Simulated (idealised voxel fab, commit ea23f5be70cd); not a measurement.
Process module in this document: voxel capacitor over wiring
It is cross-section cut that appears here, measuring 270 nm in width, its square cells being 5 nm in size.
Heads up, the way a cross-section reads in here is a grid of square cells, handed over as bands from the top down, with every band being one or more rows of cells. Band entry format. Leading values: height of top, height of bottom, nm. Remainder: materials in left-to-right order, each with its width in nm. Special words: "throughout" on a single material, which then fills the band edge to edge; "empty", empty space. Height 0 is the level under which the wafer as received is all one material. The lowest band goes on downwards, as in "0..down". Think of "30 to 40" as a width that walks from the first number to the second as you go down the band, top row to bottom row, taking equal-sized steps from row to row. Take "nothing changed" at face value: in the step it is given for, the cross-section changed in none of its cells. "Enclosed internal cavities" contains a list of empty spaces, each no smaller than 8 cells and without an open way to the top, written in the form width x height at distance with the distance from the left edge and all three in nm. Note: text after step settings on the step line = simulator remark on that step. For masked steps, "overlay nm" on the step line gives how far right of plan the mask actually lay; a minus sign means it lay to the left.
## Listed below are the process steps as planned
step 1: RECEIVE: material Si
step 2: CONFORMAL_DEP: material SiO2, thk nm 15
step 3: CONFORMAL_DEP: material SiCN, thk nm 5
step 4: DIRECTIONAL_DEP: material SiO2, thk nm 25
step 5: MASKED_ETCH: tone open, mask id METAL_1, width nm 20, pitch nm 90, etch materials SiO2, depth nm 25, overlay nm 0
step 6: MASKED_ETCH: tone open, mask id METAL_1, width nm 20, pitch nm 90, etch materials SiCN, depth nm 5, overlay nm 0
step 7: CONFORMAL_DEP: material TiN, thk nm 5
step 8: FILL_DEP: material Cu, thk nm 10
step 9: CMP: height nm 45
step 10: EPI: material Ru, thk nm 5
step 11: FILL_DEP: material SiCN, thk nm 5
step 12: DIRECTIONAL_DEP: material lowk, thk nm 10
step 13: MASKED_ETCH: tone open, mask id PLUG_1, width nm 15, etch materials lowk, depth nm 10, overlay nm 0
step 14: MASKED_ETCH: tone open, mask id PLUG_1, width nm 15, etch materials SiCN, depth nm 5, overlay nm 0
step 15: CONFORMAL_DEP: material TiN, thk nm 5
step 16: FILL_DEP: material W, thk nm 10
step 17: CMP: height nm 65
step 18: DIRECTIONAL_DEP: material TiN, thk nm 5
step 19: DIRECTIONAL_DEP: material HfO2, thk nm 5
step 20: DIRECTIONAL_DEP: material TiN, thk nm 10
step 21: MASKED_ETCH: tone cover, mask id UPPER_PLATE, width nm 75, etch materials TiN, depth nm 10, overlay nm 0
step 22: MASKED_ETCH: tone cover, mask id UPPER_PLATE, width nm 75, etch materials HfO2, depth nm 5, overlay nm 0
step 23: MASKED_ETCH: tone cover, mask id LOWER_PLATE, width nm 85, etch materials TiN, depth nm 5, overlay nm 0
step 24: FILL_DEP: material SiO2, thk nm 20
step 25: CMP: height nm 100
step 26: MASKED_ETCH: tone open, mask id PLUG_2, width nm 15, etch materials SiO2, depth nm 15, overlay nm 0
step 27: CONFORMAL_DEP: material TiN, thk nm 5
step 28: FILL_DEP: material W, thk nm 10
step 29: CMP: height nm 100
step 30: CONFORMAL_DEP: material SiCN, thk nm 5
## On the first of the two wafers: run conducted according to plan
## Wafer as received: cross-section following step 1
0..down: Si throughout
Enclosed internal cavities: none
## Step 2 done - wafer cross-section
15..0: SiO2 throughout
Everything below 0 is unchanged.
## Step 3 done - wafer cross-section
20..15: SiCN throughout
Everything below 15 is unchanged.
## Step 4 done - wafer cross-section
45..20: SiO2 throughout
Everything below 20 is unchanged.
## Step 5 done - wafer cross-section
45..20: 80 SiO2; 20 empty; 70 SiO2; 20 empty; 80 SiO2
Everything below 20 is unchanged.
## Step 6 done - wafer cross-section
45..20: 80 SiO2; 20 empty; 70 SiO2; 20 empty; 80 SiO2
20..15: 80 SiCN; 20 empty; 70 SiCN; 20 empty; 80 SiCN
Everything below 15 is unchanged.
## Step 7 done - wafer cross-section
50..45: 85 TiN; 10 empty; 80 TiN; 10 empty; 85 TiN
45..20: 80 SiO2; 5 TiN; 10 empty; 5 TiN; 70 SiO2; 5 TiN; 10 empty; 5 TiN; 80 SiO2
20..15: 80 SiCN; 20 TiN; 70 SiCN; 20 TiN; 80 SiCN
Everything below 15 is unchanged.
## Step 8 done - wafer cross-section
60..50: Cu throughout
50..45: 85 TiN; 10 Cu; 80 TiN; 10 Cu; 85 TiN
45..20: 80 SiO2; 5 TiN; 10 Cu; 5 TiN; 70 SiO2; 5 TiN; 10 Cu; 5 TiN; 80 SiO2
Everything below 20 is unchanged.
## Step 9 done - wafer cross-section
45..20: 80 SiO2; 5 TiN; 10 Cu; 5 TiN; 70 SiO2; 5 TiN; 10 Cu; 5 TiN; 80 SiO2
Everything below 20 is unchanged.
## Step 10 done - wafer cross-section
50..45: 75 empty; 30 Ru; 60 empty; 30 Ru; 75 empty
Everything below 45 is unchanged.
## Step 11 done - wafer cross-section
55..50: SiCN throughout
50..45: 75 SiCN; 30 Ru; 60 SiCN; 30 Ru; 75 SiCN
Everything below 45 is unchanged.
## Step 12 done - wafer cross-section
65..55: lowk throughout
Everything below 55 is unchanged.
## Step 13 done - wafer cross-section
65..55: 85 lowk; 15 empty; 170 lowk
Everything below 55 is unchanged.
## Step 14 done - wafer cross-section
65..55: 85 lowk; 15 empty; 170 lowk
55..50: 85 SiCN; 15 empty; 170 SiCN
Everything below 50 is unchanged.
## Step 15 done - wafer cross-section
70..65: 90 TiN; 5 empty; 175 TiN
65..55: 85 lowk; 5 TiN; 5 empty; 5 TiN; 170 lowk
55..50: 85 SiCN; 15 TiN; 170 SiCN
Everything below 50 is unchanged.
## Step 16 done - wafer cross-section
80..70: W throughout
70..65: 90 TiN; 5 W; 175 TiN
65..55: 85 lowk; 5 TiN; 5 W; 5 TiN; 170 lowk
Everything below 55 is unchanged.
## Step 17 done - wafer cross-section
65..55: 85 lowk; 5 TiN; 5 W; 5 TiN; 170 lowk
Everything below 55 is unchanged.
## Step 18 done - wafer cross-section
70..65: TiN throughout
Everything below 65 is unchanged.
## Step 19 done - wafer cross-section
75..70: HfO2 throughout
Everything below 70 is unchanged.
## Step 20 done - wafer cross-section
85..75: TiN throughout
Everything below 75 is unchanged.
## Step 21 done - wafer cross-section
85..75: 85 empty; 75 TiN; 110 empty
Everything below 75 is unchanged.
## Step 22 done - wafer cross-section
85..75: 85 empty; 75 TiN; 110 empty
75..70: 85 empty; 75 HfO2; 110 empty
Everything below 70 is unchanged.
## Step 23 done - wafer cross-section
85..75: 85 empty; 75 TiN; 110 empty
75..70: 85 empty; 75 HfO2; 110 empty
70..65: 80 empty; 85 TiN; 105 empty
Everything below 65 is unchanged.
## Step 24 done - wafer cross-section
105..85: SiO2 throughout
85..75: 85 SiO2; 75 TiN; 110 SiO2
75..70: 85 SiO2; 75 HfO2; 110 SiO2
70..65: 80 SiO2; 85 TiN; 105 SiO2
Everything below 65 is unchanged.
## Step 25 done - wafer cross-section
100..85: SiO2 throughout
Everything below 85 is unchanged.
## Step 26 done - wafer cross-section
100..85: 95 SiO2; 15 empty; 160 SiO2
Everything below 85 is unchanged.
## Step 27 done - wafer cross-section
105..100: 100 TiN; 5 empty; 165 TiN
100..90: 95 SiO2; 5 TiN; 5 empty; 5 TiN; 160 SiO2
90..85: 95 SiO2; 15 TiN; 160 SiO2
Everything below 85 is unchanged.
## Step 28 done - wafer cross-section
115..105: W throughout
105..100: 100 TiN; 5 W; 165 TiN
100..90: 95 SiO2; 5 TiN; 5 W; 5 TiN; 160 SiO2
Everything below 90 is unchanged.
## Step 29 done - wafer cross-section
100..90: 95 SiO2; 5 TiN; 5 W; 5 TiN; 160 SiO2
Everything below 90 is unchanged.
## Step 30 done - wafer cross-section
105..100: SiCN throughout
Everything below 100 is unchanged.
## Wafer two of two - same starting point, same process plan, one mistake in execution; matches wafer one up to and including step 10
## At the planned end of step 11, the second wafer in cross-section
60..55: 75 empty; 30 lowk; 60 empty; 30 lowk; 75 empty
55..50: lowk throughout
50..45: 75 lowk; 30 Ru; 60 lowk; 30 Ru; 75 lowk
Everything below 45 is unchanged.
## At the planned end of step 12, the second wafer in cross-section
65..60: SiCN throughout
60..55: 75 SiCN; 30 lowk; 60 SiCN; 30 lowk; 75 SiCN
Everything below 55 is unchanged.
At the planned end of step 13, the second wafer in cross-section: nothing changed
## At the planned end of step 14, the second wafer in cross-section
65..60: 85 SiCN; 15 empty; 170 SiCN
Everything below 60 is unchanged.
## At the planned end of step 15, the second wafer in cross-section
70..65: 90 TiN; 5 empty; 175 TiN
65..60: 85 SiCN; 15 TiN; 170 SiCN
Everything below 60 is unchanged.
## At the planned end of step 16, the second wafer in cross-section
80..70: W throughout
70..65: 90 TiN; 5 W; 175 TiN
Everything below 65 is unchanged.
## At the planned end of step 17, the second wafer in cross-section
65..60: 85 SiCN; 15 TiN; 170 SiCN
Everything below 60 is unchanged.
## At the planned end of step 18, the second wafer in cross-section
70..65: TiN throughout
Everything below 65 is unchanged.
## At the planned end of step 19, the second wafer in cross-section
75..70: HfO2 throughout
Everything below 70 is unchanged.
## At the planned end of step 20, the second wafer in cross-section
85..75: TiN throughout
Everything below 75 is unchanged.
## At the planned end of step 21, the second wafer in cross-section
85..75: 85 empty; 75 TiN; 110 empty
Everything below 75 is unchanged.
## At the planned end of step 22, the second wafer in cross-section
85..75: 85 empty; 75 TiN; 110 empty
75..70: 85 empty; 75 HfO2; 110 empty
Everything below 70 is unchanged.
## At the planned end of step 23, the second wafer in cross-section
85..75: 85 empty; 75 TiN; 110 empty
75..70: 85 empty; 75 HfO2; 110 empty
70..65: 80 empty; 85 TiN; 105 empty
Everything below 65 is unchanged.
## At the planned end of step 24, the second wafer in cross-section
105..85: SiO2 throughout
85..75: 85 SiO2; 75 TiN; 110 SiO2
75..70: 85 SiO2; 75 HfO2; 110 SiO2
70..65: 80 SiO2; 85 TiN; 105 SiO2
Everything below 65 is unchanged.
## At the planned end of step 25, the second wafer in cross-section
100..85: SiO2 throughout
Everything below 85 is unchanged.
## At the planned end of step 26, the second wafer in cross-section
100..85: 95 SiO2; 15 empty; 160 SiO2
Everything below 85 is unchanged.
## At the planned end of step 27, the second wafer in cross-section
105..100: 100 TiN; 5 empty; 165 TiN
100..90: 95 SiO2; 5 TiN; 5 empty; 5 TiN; 160 SiO2
90..85: 95 SiO2; 15 TiN; 160 SiO2
Everything below 85 is unchanged.
## At the planned end of step 28, the second wafer in cross-section
115..105: W throughout
105..100: 100 TiN; 5 W; 165 TiN
100..90: 95 SiO2; 5 TiN; 5 W; 5 TiN; 160 SiO2
Everything below 90 is unchanged.
## At the planned end of step 29, the second wafer in cross-section
100..90: 95 SiO2; 5 TiN; 5 W; 5 TiN; 160 SiO2
Everything below 90 is unchanged.
## At the planned end of step 30, the second wafer in cross-section
105..100: SiCN throughout
Everything below 100 is unchanged.
In executing the process, a mistake was made relative to the plan: the run placed steps 11 and 12 each in the position the plan gave to the other
It is noted that, at the conclusion of processing, the second wafer exhibits a higher or lower cell count for certain materials relative to the first: TiN -4; W -2; lowk +6
